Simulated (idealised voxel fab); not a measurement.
process module | voxel self aligned vias
cross-section cut | 170 nm wide | cells 5 nm
A cross-section is a grid of square cells, given in bands from the top down. A band is one or more rows of cells.
Each band's line starts with the height of the band's top and of its bottom, in nm. Then come its materials from left to right, each with its width in nm. One material with "throughout" fills the band from edge to edge. "air" is empty space.
Height 0 is the level under which the wafer as received is all one material. The lowest band goes on downwards, as in "0 down".
A width such as "30 to 40" changes by the same amount from each row of cells to the next, from the band's top row to its bottom row.
"no change" after a step means that no cell of the cross-section changed.
closed voids: empty space of 8 cells or more with no open way to the top, each as width x height at its distance from the left edge, in nm
after a step's settings: what the simulator itself notes on the step
overlay nm, on a step with a mask: how far to the right of its planned place the mask lay; to the left if negative
plan
1 op RECEIVE | material Si
2 op CONFORMAL_DEP | material SiO2 | thk nm 10
3 op CONFORMAL_DEP | material SiCN | thk nm 5
4 op DIRECTIONAL_DEP | material lowk | thk nm 20
5 op MASKED_ETCH | tone open | mask id LINES | width nm 30 | pitch nm 80 | etch materials lowk | depth nm 20 | overlay nm 0
6 op CONFORMAL_DEP | material TiN | thk nm 5
7 op FILL_DEP | material Ru | thk nm 10
8 op CMP | height nm 35
9 op SELECTIVE_ETCH | etch materials W Ru TiN | depth nm 5
10 op FILL_DEP | material SiN | thk nm 5
11 op CMP | height nm 35
12 op DIRECTIONAL_DEP | material lowk | thk nm 20
13 op DIRECTIONAL_DEP | material aC | thk nm 10
14 op PATTERN | tone open | mask id VIAS | material resist | width nm 50 | thk nm 30 | overlay nm 0
15 op DIRECTIONAL_ETCH | etch materials aC | depth nm 5
16 op STRIP | etch materials resist
17 op DIRECTIONAL_ETCH | etch materials lowk | depth nm 20
18 op DIRECTIONAL_ETCH | etch materials SiN | depth nm 5
19 op STRIP | etch materials aC
20 op CONFORMAL_DEP | material TiN | thk nm 5
21 op FILL_DEP | material Ru | thk nm 10
22 op CMP | height nm 55
23 op CONFORMAL_DEP | material SiCN | thk nm 5
varied across the wafers: depth nm of step 15. The plan shows the first wafer's value. All wafers start alike
first wafer as received, after step 1
  0 down: Si throughout
  closed voids: none
first wafer at the end, after step 23
  60 to 55: SiCN throughout
  55 to 35: lowk throughout
  35 to 30: lowk 30 | SiN 30 | lowk 50 | SiN 30 | lowk 30
  30 to 20: lowk 30 | TiN 5 | Ru 20 | TiN 5 | lowk 50 | TiN 5 | Ru 20 | TiN 5 | lowk 30
  20 to 15: lowk 30 | TiN 30 | lowk 50 | TiN 30 | lowk 30
  15 to 10: SiCN throughout
  10 to 0: SiO2 throughout
  0 down: Si throughout
  closed voids: none
last wafer at the end
  60 to 55: SiCN throughout
  55 to 40: lowk 20 | TiN 5 | Ru 40 | TiN 5 | lowk 100
  40 to 35: lowk 20 | TiN 15 | Ru 20 | TiN 15 | lowk 100
  35 to 30: lowk 30 | TiN 30 | lowk 50 | SiN 30 | lowk 30
  30 to 20: lowk 30 | TiN 5 | Ru 20 | TiN 5 | lowk 50 | TiN 5 | Ru 20 | TiN 5 | lowk 30
  20 to 15: lowk 30 | TiN 30 | lowk 50 | TiN 30 | lowk 30
  15 to 10: SiCN throughout
  10 to 0: SiO2 throughout
  0 down: Si throughout
  closed voids: none
each wafer at the end: cells of each material gained (+) or lost (-) since it was received, then its closed voids
depth nm 5 | +16 Ru | +68 SiCN | +12 SiN | +68 SiO2 | +20 TiN | +224 lowk | closed voids: none
depth nm 10 | +44 Ru | +68 SiCN | +6 SiN | +68 SiO2 | +38 TiN | +184 lowk | closed voids: none
depth nm 15 | +44 Ru | +68 SiCN | +6 SiN | +68 SiO2 | +38 TiN | +184 lowk | closed voids: none
depth nm 20 | +44 Ru | +68 SiCN | +6 SiN | +68 SiO2 | +38 TiN | +184 lowk | closed voids: none
depth nm 25 | +44 Ru | +68 SiCN | +6 SiN | +68 SiO2 | +38 TiN | +184 lowk | closed voids: none
